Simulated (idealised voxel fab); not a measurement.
process module | voxel quadruple lines
cross-section cut | 290 nm wide | cells 5 nm
A cross-section is a grid of square cells, given in bands from the top down. A band is one or more rows of cells.
Each band's line starts with the height of the band's top and of its bottom, in nm. Then come its materials from left to right, each with its width in nm. One material with "throughout" fills the band from edge to edge. "air" is empty space.
Height 0 is the level under which the wafer as received is all one material. The lowest band goes on downwards, as in "0 down".
A width such as "30 to 40" changes by the same amount from each row of cells to the next, from the band's top row to its bottom row.
"no change" after a step means that no cell of the cross-section changed.
closed voids: empty space of 8 cells or more with no open way to the top, each as width x height at its distance from the left edge, in nm
after a step's settings: what the simulator itself notes on the step
overlay nm, on a step with a mask: how far to the right of its planned place the mask lay; to the left if negative
plan
1 op RECEIVE | material Si
2 op CONFORMAL_DEP | material Al2O3 | thk nm 5
3 op DIRECTIONAL_DEP | material W | thk nm 10
4 op DIRECTIONAL_DEP | material polySi | thk nm 15
5 op DIRECTIONAL_DEP | material aC | thk nm 20
6 op PATTERN | tone cover | mask id MANDREL | material resist | width nm 25 | pitch nm 100 | thk nm 30 | overlay nm 0
7 op DIRECTIONAL_ETCH | etch materials aC | depth nm 20
8 op STRIP | etch materials resist
9 op CONFORMAL_DEP | material SiO2 | thk nm 15
10 op DIRECTIONAL_ETCH | etch materials SiO2 | depth nm 15
11 op STRIP | etch materials aC
12 op DIRECTIONAL_ETCH | etch materials polySi | depth nm 15
13 op STRIP | etch materials SiO2
14 op CONFORMAL_DEP | material SiCN | thk nm 10
15 op DIRECTIONAL_ETCH | etch materials SiCN | depth nm 10
16 op STRIP | etch materials polySi
17 op DIRECTIONAL_ETCH | etch materials W | depth nm 10
18 op STRIP | etch materials SiCN
19 op FILL_DEP | material SiO2 | thk nm 5
20 op CMP | height nm 15
varied across the wafers: width nm of step 6. The plan shows the first wafer's value. All wafers start alike
first wafer as received, after step 1
  0 down: Si throughout
  closed voids: none
first wafer at the end, after step 20
  15 to 5: SiO2 55 | W 10 | SiO2 15 | W 10 | SiO2 5 | W 10 | SiO2 15 | W 10 | SiO2 25 | W 10 | SiO2 15 | W 10 | SiO2 5 | W 10 | SiO2 15 | W 10 | SiO2 60
  5 to 0: Al2O3 throughout
  0 down: Si throughout
  closed voids: none
last wafer at the end
  15 to 5: SiO2 45 | W 10 | SiO2 15 | W 10 | SiO2 30 | W 10 | SiO2 15 | W 20 | SiO2 15 | W 10 | SiO2 30 | W 10 | SiO2 15 | W 10 | SiO2 45
  5 to 0: Al2O3 throughout
  0 down: Si throughout
  closed voids: none
each wafer at the end: cells of each material gained (+) or lost (-) since it was received, then its closed voids
width nm 25 | +58 Al2O3 | +84 SiO2 | +32 W | closed voids: none
width nm 30 | +58 Al2O3 | +84 SiO2 | +32 W | closed voids: none
width nm 35 | +58 Al2O3 | +84 SiO2 | +32 W | closed voids: none
width nm 40 | +58 Al2O3 | +84 SiO2 | +32 W | closed voids: none
width nm 45 | +58 Al2O3 | +84 SiO2 | +32 W | closed voids: none
width nm 50 | +58 Al2O3 | +84 SiO2 | +32 W | closed voids: none
